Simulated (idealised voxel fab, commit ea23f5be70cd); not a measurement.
The document below concerns the process module designated voxel capacitor over wiring.
Cross-sectional view cut (width: 145 nm; square cell size: 5 nm).
Cross-section format: a grid of square cells, given as bands from top to bottom; each band is one or more rows of cells. First you get the band's top height and its bottom height, in nm, and then the materials it's made of, left to right, with each width in nm. If you see a single material with "throughout", that one covers the band edge to edge. "empty" is empty space. Zero point of the height axis is 0; under it, received wafer = one material. Lowest band: continues down indefinitely, "z 0 and below". A width such as "30->40" changes by the same amount from each row of cells to the next, from the band's top row to its bottom row. What does "nothing different" mean for a step? It means no cell of the cross-section changed in that step. The label "Closed void list" introduces a list of the empty spaces, 8 cells or larger, that have no open way up to the top; each entry in it reads width x height at distance, where the distance is taken from the left edge and all three are stated in nm. That trailing text on a step's line, after the settings, is the simulator's own remark on the step. Each step line may optionally specify "overlay nm", which for a step with a mask gives the rightward distance between the mask's planned place and where it lay, a negative value indicating the leftward direction.

THE FOLLOWING LIST GIVES THE PLANNED PROCESS STEPS
1: RECEIVE | material Si
2: CONFORMAL_DEP | material SiO2 | thk nm 15
3: DIRECTIONAL_DEP | material TiN | thk nm 5
4: DIRECTIONAL_DEP | material W | thk nm 15
5: DIRECTIONAL_DEP | material aC | thk nm 10
6: PATTERN | tone cover | mask id METAL_1 | material resist | width nm 30 | pitch nm 85 | thk nm 30 | overlay nm 0
7: DIRECTIONAL_ETCH | etch materials aC | depth nm 10
8: STRIP | etch materials resist
9: DIRECTIONAL_ETCH | etch materials W | depth nm 15
10: DIRECTIONAL_ETCH | etch materials TiN | depth nm 5
11: STRIP | etch materials aC
12: FILL_DEP | material lowk | thk nm 5
13: CMP | height nm 35
14: CONFORMAL_DEP | material SiCN | thk nm 5
15: DIRECTIONAL_DEP | material lowk | thk nm 20
16: PATTERN | tone open | mask id PLUG_1 | material resist | width nm 15 | thk nm 15 | overlay nm 0
17: DIRECTIONAL_ETCH | etch materials lowk | depth nm 20
18: DIRECTIONAL_ETCH | etch materials SiCN | depth nm 5
19: STRIP | etch materials resist
20: EPI | material Ru | thk nm 10
21: EPI | material Ru | thk nm 10
22: EPI | material Ru | thk nm 5
23: DIRECTIONAL_DEP | material TiN | thk nm 5
24: DIRECTIONAL_DEP | material HfO2 | thk nm 5
25: DIRECTIONAL_DEP | material TiN | thk nm 10
26: MASKED_ETCH | tone cover | mask id UPPER_PLATE | width nm 60 | etch materials TiN | depth nm 10 | overlay nm 0
27: MASKED_ETCH | tone cover | mask id UPPER_PLATE | width nm 60 | etch materials HfO2 | depth nm 5 | overlay nm 0
28: DIRECTIONAL_DEP | material aC | thk nm 15
29: PATTERN | tone cover | mask id LOWER_PLATE | material resist | width nm 70 | thk nm 30 | overlay nm 0
30: DIRECTIONAL_ETCH | etch materials aC | depth nm 15
31: STRIP | etch materials resist
32: DIRECTIONAL_ETCH | etch materials TiN | depth nm 5
33: STRIP | etch materials aC
34: FILL_DEP | material SiO2 | thk nm 20
35: CMP | height nm 95
36: DIRECTIONAL_DEP | material aC | thk nm 15
37: PATTERN | tone open | mask id PLUG_2 | material resist | width nm 15 | thk nm 30 | overlay nm 0
38: DIRECTIONAL_ETCH | etch materials aC | depth nm 15
39: STRIP | etch materials resist
40: DIRECTIONAL_ETCH | etch materials SiO2 | depth nm 15
41: STRIP | etch materials aC
42: CONFORMAL_DEP | material TiN | thk nm 5
43: FILL_DEP | material Ru | thk nm 5
44: CMP | height nm 95
45: CONFORMAL_DEP | material SiCN | thk nm 5

AS RECEIVED (POST STEP 1): CROSS-SECTION
z 0 and below = Si throughout
Closed void list: none

FINAL WAFER PROFILE IN CROSS-SECTION AFTER THE MODULE, FROM THE SAME START AND PLAN AS ABOVE, WITH ONE MISTAKE MADE DURING PROCESSING
z 100 to 95 = SiCN throughout
z 95 to 80 = SiO2=30 / lowk=60 / SiO2=55
z 80 to 70 = lowk=30 / TiN=60 / lowk=55
z 70 to 65 = lowk=30 / HfO2=60 / lowk=55
z 65 to 60 = TiN throughout
z 60 to 40 = lowk=30 / Ru=15 / lowk=100
z 40 to 35 = SiCN=30 / Ru=15 / SiCN=100
z 35 to 20 = lowk=15 / W=30 / lowk=55 / W=30 / lowk=15
z 20 to 15 = lowk=15 / TiN=30 / lowk=55 / TiN=30 / lowk=15
z 15 to 0 = SiO2 throughout
z 0 and below = Si throughout
Closed void list: none
What was done differently from what was planned? step 28 ran with different settings than intended, the actual operation and settings being DIRECTIONAL_DEP | material lowk | thk nm 15
